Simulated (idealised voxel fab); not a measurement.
The following is a process module called voxel transistor to metal.
205 nm wide, 5 nm square cells: that's cross-section cut.
Cross-section format: a grid of square cells, given as bands from top to bottom; each band is one or more rows of cells.
What a band's entry tells you: where the top is and where the bottom is, as heights in nm, and after that what lies inside, material by material from left to right, each with its width in nm. Empty space is written as the word "empty", and a single material marked with the word "all across" occupies the band from edge to edge.
We count height from 0. Below that, the starting wafer is all one material. The lowest band never ends at the bottom but goes on down; see "top 0, no bottom" for how that is written.
The expression "30 to 40" gives the width at the extremes of the band, the first number at its top row of cells and the second at its bottom row, with the width changing by equal amounts from each row to the next in between.
Key: "no alterations made" - step with no changed cell in the cross-section.
Any empty space of 8 cells or more lacking an open way to the top shows up in "Closed void list" as width x height at distance, distance from the left edge, in nm.
The remark found on a step's line after its settings is issued by the simulator itself and pertains to that step.
The "overlay nm" setting may appear on a step's line; for a step that uses a mask, it gives how far to the right of its planned position the mask lay, and a negative value indicates the left.

Listed below are the process steps as planned
1) op RECEIVE | material Si
2) op OXIDIZE | depth nm 5
3) op CONFORMAL_DEP | material SiN | thk nm 15
4) op DIRECTIONAL_DEP | material aC | thk nm 10
5) op PATTERN | tone cover | mask id ACTIVE | material resist | width nm 105 | thk nm 30 | overlay nm 0
6) op DIRECTIONAL_ETCH | etch materials aC | depth nm 10
7) op STRIP | etch materials resist
8) op DIRECTIONAL_ETCH | etch materials SiN | depth nm 15
9) op DIRECTIONAL_ETCH | etch materials SiO2 | depth nm 5
10) op DIRECTIONAL_ETCH | etch materials Si | depth nm 35
11) op STRIP | etch materials aC
12) op FILL_DEP | material SiO2 | thk nm 15
13) op CMP | height nm 15
14) op SELECTIVE_ETCH | etch materials SiO2 | depth nm 5
15) op STRIP | etch materials SiN
16) op SELECTIVE_ETCH | etch materials SiO2 | depth nm 5
17) op OXIDIZE | depth nm 5
18) op DIRECTIONAL_DEP | material polySi | thk nm 25
19) op DIRECTIONAL_DEP | material SiCN | thk nm 15
20) op MASKED_ETCH | tone cover | mask id GATE | width nm 25 | etch materials SiCN | depth nm 25 | overlay nm 0
21) op MASKED_ETCH | tone cover | mask id GATE | width nm 25 | etch materials polySi | depth nm 35 | overlay nm 0
22) op CONFORMAL_DEP | material SiN | thk nm 5
23) op DIRECTIONAL_ETCH | etch materials SiN | depth nm 5
24) op DIRECTIONAL_ETCH | etch materials SiO2 | depth nm 5
25) op EPI | material SiGe | thk nm 5
26) op FILL_DEP | material SiO2 | thk nm 5
27) op CMP | height nm 35
28) op DIRECTIONAL_DEP | material SiO2 | thk nm 10
29) op MASKED_ETCH | tone open | mask id CONTACT | width nm 30 | pitch nm 65 | etch materials SiO2 | depth nm 50 | overlay nm 0
30) op CONFORMAL_DEP | material TiN | thk nm 5
31) op FILL_DEP | material W | thk nm 5
32) op CMP | height nm 45
33) op DIRECTIONAL_DEP | material TiN | thk nm 5
34) op DIRECTIONAL_DEP | material W | thk nm 25
35) op MASKED_ETCH | tone cover | mask id METAL_1 | width nm 15 | pitch nm 80 | etch materials W | depth nm 25 | overlay nm 0
36) op MASKED_ETCH | tone cover | mask id METAL_1 | width nm 15 | pitch nm 80 | etch materials TiN | depth nm 5 | overlay nm 0
37) op FILL_DEP | material lowk | thk nm 5
38) op CMP | height nm 75
39) op CONFORMAL_DEP | material SiCN | thk nm 5
40) op DIRECTIONAL_DEP | material lowk | thk nm 25
41) op DIRECTIONAL_DEP | material aC | thk nm 15
42) op PATTERN | tone open | mask id METAL_2 | material resist | width nm 15 | pitch nm 80 | thk nm 30 | overlay nm 0
43) op DIRECTIONAL_ETCH | etch materials aC | depth nm 15
44) op STRIP | etch materials resist
45) op DIRECTIONAL_ETCH | etch materials lowk | depth nm 15
46) op STRIP | etch materials aC
47) op DIRECTIONAL_DEP | material aC | thk nm 10
48) op PATTERN | tone open | mask id METAL_2_HOLES | material resist | width nm 15 | pitch nm 80 | thk nm 30 | overlay nm 0
49) op DIRECTIONAL_ETCH | etch materials aC | depth nm 10
50) op STRIP | etch materials resist
51) op DIRECTIONAL_ETCH | etch materials lowk | depth nm 10
52) op DIRECTIONAL_ETCH | etch materials SiCN | depth nm 5
53) op STRIP | etch materials aC
54) op CONFORMAL_DEP | material TiN | thk nm 5
55) op FILL_DEP | material Cu | thk nm 5
56) op CMP | height nm 105
57) op CONFORMAL_DEP | material SiCN | thk nm 5

Received-state cross-section, reflecting completion of step 1
* top 0, no bottom: Si all across
* Closed void list: none

End-of-module XS, first of two wafers, run as planned
* top 110, bottom 105: SiCN all across
* top 105, bottom 80: lowk 55 nm | TiN 5 nm | Cu 5 nm | TiN 5 nm | lowk 65 nm | TiN 5 nm | Cu 5 nm | TiN 5 nm | lowk 55 nm
* top 80, bottom 75: SiCN 55 nm | TiN 15 nm | SiCN 65 nm | TiN 15 nm | SiCN 55 nm
* top 75, bottom 50: lowk 55 nm | W 15 nm | lowk 65 nm | W 15 nm | lowk 55 nm
* top 50, bottom 45: lowk 55 nm | TiN 15 nm | lowk 65 nm | TiN 15 nm | lowk 55 nm
* top 45, bottom 35: SiO2 55 nm | TiN 5 nm | W 20 nm | TiN 5 nm | SiO2 35 nm | TiN 5 nm | W 20 nm | TiN 5 nm | SiO2 55 nm
* top 35, bottom 20: SiO2 55 nm | TiN 5 nm | W 20 nm | TiN 5 nm | SiN 5 nm | SiCN 25 nm | SiN 5 nm | TiN 5 nm | W 20 nm | TiN 5 nm | SiO2 55 nm
* top 20, bottom 5: SiO2 55 nm | TiN 5 nm | W 20 nm | TiN 5 nm | SiN 5 nm | polySi 25 nm | SiN 5 nm | TiN 5 nm | W 20 nm | TiN 5 nm | SiO2 55 nm
* top 5, bottom 0: SiO2 45 nm | SiN 5 nm | SiO2 5 nm | TiN 5 nm | W 20 nm | TiN 5 nm | SiN 5 nm | polySi 25 nm | SiN 5 nm | TiN 5 nm | W 20 nm | TiN 5 nm | SiO2 5 nm | SiN 5 nm | SiO2 45 nm
* top 0, bottom -5: SiO2 45 nm | SiN 5 nm | SiO2 5 nm | TiN 30 nm | SiN 5 nm | polySi 25 nm | SiN 5 nm | TiN 30 nm | SiO2 5 nm | SiN 5 nm | SiO2 45 nm
* top -5, bottom -10: SiO2 50 nm | SiGe 35 nm | SiO2 35 nm | SiGe 35 nm | SiO2 50 nm
* top -10, bottom -40: SiO2 50 nm | Si 105 nm | SiO2 50 nm
* top -40, no bottom: Si all across
* Closed void list: none

Here is the second of the two wafers cut open at the end of the module - same start, same plan as the first one, but we made one mistake running it
* top 110, bottom 105: SiCN all across
* top 105, bottom 80: lowk 55 nm | TiN 5 nm | Cu 5 nm | TiN 5 nm | lowk 65 nm | TiN 5 nm | Cu 5 nm | TiN 5 nm | lowk 55 nm
* top 80, bottom 75: SiCN 55 nm | TiN 15 nm | SiCN 65 nm | TiN 15 nm | SiCN 55 nm
* top 75, bottom 50: lowk 55 nm | W 15 nm | lowk 65 nm | W 15 nm | lowk 55 nm
* top 50, bottom 45: lowk 55 nm | TiN 15 nm | lowk 65 nm | TiN 15 nm | lowk 55 nm
* top 45, bottom 35: SiO2 55 nm | TiN 5 nm | W 20 nm | TiN 5 nm | SiO2 35 nm | TiN 5 nm | W 20 nm | TiN 5 nm | SiO2 55 nm
* top 35, bottom 20: SiO2 55 nm | TiN 5 nm | W 20 nm | TiN 5 nm | SiN 5 nm | SiCN 25 nm | SiN 5 nm | TiN 5 nm | W 20 nm | TiN 5 nm | SiO2 55 nm
* top 20, bottom 10: SiO2 55 nm | TiN 5 nm | W 20 nm | TiN 5 nm | SiN 5 nm | polySi 25 nm | SiN 5 nm | TiN 5 nm | W 20 nm | TiN 5 nm | SiO2 55 nm
* top 10, bottom 5: SiO2 55 nm | TiN 10 nm | W 15 nm | TiN 5 nm | SiN 5 nm | polySi 25 nm | SiN 5 nm | TiN 5 nm | W 20 nm | TiN 5 nm | SiO2 55 nm
* top 5, bottom 0: SiO2 55 nm | SiN 5 nm | TiN 5 nm | W 15 nm | TiN 5 nm | SiN 5 nm | polySi 25 nm | SiN 5 nm | TiN 5 nm | W 20 nm | TiN 5 nm | SiO2 15 nm | SiN 5 nm | SiO2 35 nm
* top 0, bottom -5: SiO2 55 nm | SiN 5 nm | TiN 25 nm | SiN 5 nm | polySi 25 nm | SiN 5 nm | TiN 30 nm | SiO2 15 nm | SiN 5 nm | SiO2 35 nm
* top -5, bottom -10: SiO2 60 nm | SiGe 25 nm | SiO2 35 nm | SiGe 45 nm | SiO2 40 nm
* top -10, bottom -40: SiO2 60 nm | Si 105 nm | SiO2 40 nm
* top -40, no bottom: Si all across
* Closed void list: none
The mistake made against the process plan was this: step 5 did not use the planned setting and instead ran as op PATTERN | tone cover | mask id ACTIVE | material resist | width nm 105 | thk nm 30 | overlay nm 10
Wrapping up, a cell-based count of both wafers puts the second over or under the first for these materials: 2 more of SiO2 | 2 fewer of W
